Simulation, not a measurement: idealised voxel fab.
The process module presented herein is designated voxel gate over fins.
Shown is cross-section cut, with a width of 215 nm and square cells of size 5 nm.
Cross-section = grid of square cells, listed top down in bands; band = one or more rows.
Heads up on the band format: heights come first, top then bottom, in nm. After that it's the materials left to right, each with its width in nm. A single material flagged "full width" fills the whole band edge to edge, and "empty" means there's empty space there.
Zero point of the height axis is 0; under it, received wafer = one material. Lowest band: continues down indefinitely, "0 -> down".
When a width is written as two numbers, as in "30..40", the first number is the width in the top row of cells of the band and the second is the width in its bottom row, and the width changes by the same amount from each row to the next.
Where the words "nothing was modified" appear for a step, the cross-section shows no cell changed by that step; every cell remained as before.
This entry, "Unvented cavities", enumerates those empty regions of no fewer than 8 cells that possess no open connection to the top. Each region is reported in the form width x height at distance, the distance being taken from the left edge, with all three quantities expressed in nm.
Where a step's line continues beyond its settings, the continuation is a remark by the simulator itself on that step.
Steps that use a mask can have "overlay nm" on their line. It says how far the mask sat to the right of where it was meant to be. Negative means to the left.
PLAN
1,RECEIVE [material Si]
2,CONFORMAL_DEP [material SiN] [thk nm 10]
3,DIRECTIONAL_DEP [material aC] [thk nm 10]
4,PATTERN [tone cover] [mask id FINS] [material resist] [width nm 15] [pitch nm 35] [thk nm 30] [overlay nm 0]
5,DIRECTIONAL_ETCH [etch materials aC] [depth nm 10]
6,STRIP [etch materials resist]
7,DIRECTIONAL_ETCH [etch materials SiN] [depth nm 10]
8,DIRECTIONAL_ETCH [etch materials Si] [depth nm 35]
9,STRIP [etch materials aC]
10,FILL_DEP [material SiO2] [thk nm 15]
11,CMP [height nm 10]
12,SELECTIVE_ETCH [etch materials SiO2] [depth nm 20]
13,STRIP [etch materials SiN]
14,CONFORMAL_DEP [material HfO2] [thk nm 5]
15,CONFORMAL_DEP [material TiN] [thk nm 5]
16,CONFORMAL_DEP [material TiAl] [thk nm 5]
17,CONFORMAL_DEP [material TiN] [thk nm 5]
18,FILL_DEP [material W] [thk nm 10]
19,CMP [height nm 25]
20,CONFORMAL_DEP [material SiN] [thk nm 10]
CROSS-SECTION OF THE WAFER AS IT CAME TO US, I.E., ALREADY THROUGH STEP 1
* 0 -> down: Si full width
* Unvented cavities: none
FINAL WAFER PROFILE IN CROSS-SECTION AFTER THE MODULE, FROM THE SAME START AND PLAN AS ABOVE, WITH ONE MISTAKE MADE DURING PROCESSING
* 35 -> 25: SiN full width
* 25 -> 20: W full width
* 20 -> 15: 60 of W / 95 of TiN / 60 of W
* 15 -> 10: 60 of W / 5 of TiN / 85 of TiAl / 5 of TiN / 60 of W
* 10 -> 5: 65 of TiN / 5 of TiAl / 75 of TiN / 5 of TiAl / 65 of TiN
* 5 -> 0: 70 of TiAl / 5 of TiN / 30 of HfO2 / 5 of TiN / 30 of HfO2 / 5 of TiN / 70 of TiAl
* 0 -> -5: 75 of TiN / 5 of HfO2 / 20 of Si / 5 of HfO2 / 5 of TiN / 5 of HfO2 / 20 of Si / 5 of HfO2 / 75 of TiN
* -5 -> -10: 80 of HfO2 / 20 of Si / 15 of HfO2 / 20 of Si / 80 of HfO2
* -10 -> -35: 80 of SiO2 / 20 of Si / 15 of SiO2 / 20 of Si / 80 of SiO2
* -35 -> down: Si full width
* Unvented cavities: none
Short version of what went wrong: step 4 off recipe, ran as PATTERN [tone cover] [mask id FINS] [material resist] [width nm 20] [pitch nm 35] [thk nm 30] [overlay nm 0]
